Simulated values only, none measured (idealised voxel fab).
process module | voxel ribs on slabs
cross-section cut | 175 nm wide | cells 5 nm
A cross-section is a grid of square cells, given in bands from the top down. A band is one or more rows of cells.
Each band's line starts with the height of the band's top and of its bottom, in nm. Then come its materials from left to right, each with its width in nm. One material with "throughout" fills the band from edge to edge. "air" is empty space.
Height 0 is the level under which the wafer as received is all one material. The lowest band goes on downwards, as in "0 down".
A width such as "30 to 40" changes by the same amount from each row of cells to the next, from the band's top row to its bottom row.
"no change" after a step means that no cell of the cross-section changed.
closed voids: empty space of 8 cells or more with no open way to the top, each as width x height at its distance from the left edge, in nm
after a step's settings: what the simulator itself notes on the step
overlay nm, on a step with a mask: how far to the right of its planned place the mask lay; to the left if negative
plan
1 op RECEIVE | material Si
2 op DIRECTIONAL_DEP | material SiO2 | thk nm 30
3 op DIRECTIONAL_DEP | material SiN | thk nm 20
4 op PATTERN | tone cover | mask id RIB | material resist | width nm 20 | thk nm 20 | overlay nm 0
5 op DIRECTIONAL_ETCH | etch materials SiN | depth nm 15
6 op STRIP | etch materials resist
7 op PATTERN | tone cover | mask id SLAB | material resist | width nm 60 | thk nm 20 | overlay nm 0
8 op DIRECTIONAL_ETCH | etch materials SiN | depth nm 5
9 op STRIP | etch materials resist
10 op FILL_DEP | material SiO2 | thk nm 15
11 op CMP | height nm 60
12 op DIRECTIONAL_DEP | material TiN | thk nm 10
13 op DIRECTIONAL_DEP | material aC | thk nm 10
14 op PATTERN | tone cover | mask id HEATER | material resist | width nm 30 | thk nm 25 | overlay nm 0
15 op DIRECTIONAL_ETCH | etch materials aC | depth nm 10
16 op STRIP | etch materials resist
17 op DIRECTIONAL_ETCH | etch materials TiN | depth nm 10
18 op STRIP | etch materials aC
19 op CONFORMAL_DEP | material SiN | thk nm 5
as received, after step 1
  0 down: Si throughout
  closed voids: none
first wafer at the end, as planned
  75 to 70: air 65 | SiN 40 | air 70
  70 to 65: air 65 | SiN 5 | TiN 30 | SiN 5 | air 70
  65 to 60: SiN 70 | TiN 30 | SiN 75
  60 to 50: SiO2 throughout
  50 to 35: SiO2 75 | SiN 20 | SiO2 80
  35 to 30: SiO2 55 | SiN 60 | SiO2 60
  30 to 0: SiO2 throughout
  0 down: Si throughout
  closed voids: none
second wafer at the end: like start, like plan, one mistake
  75 to 70: air 60 | SiN 50 | air 65
  70 to 65: air 60 | SiN 5 | TiN 40 | SiN 5 | air 65
  65 to 60: SiN 65 | TiN 40 | SiN 70
  60 to 50: SiO2 throughout
  50 to 35: SiO2 75 | SiN 20 | SiO2 80
  35 to 30: SiO2 55 | SiN 60 | SiO2 60
  30 to 0: SiO2 throughout
  0 down: Si throughout
  closed voids: none
what went wrong: step 14 ran as: op PATTERN | tone cover | mask id HEATER | material resist | width nm 40 | thk nm 25 | overlay nm 0
at the end the second wafer has, in cells: 4 more of TiN
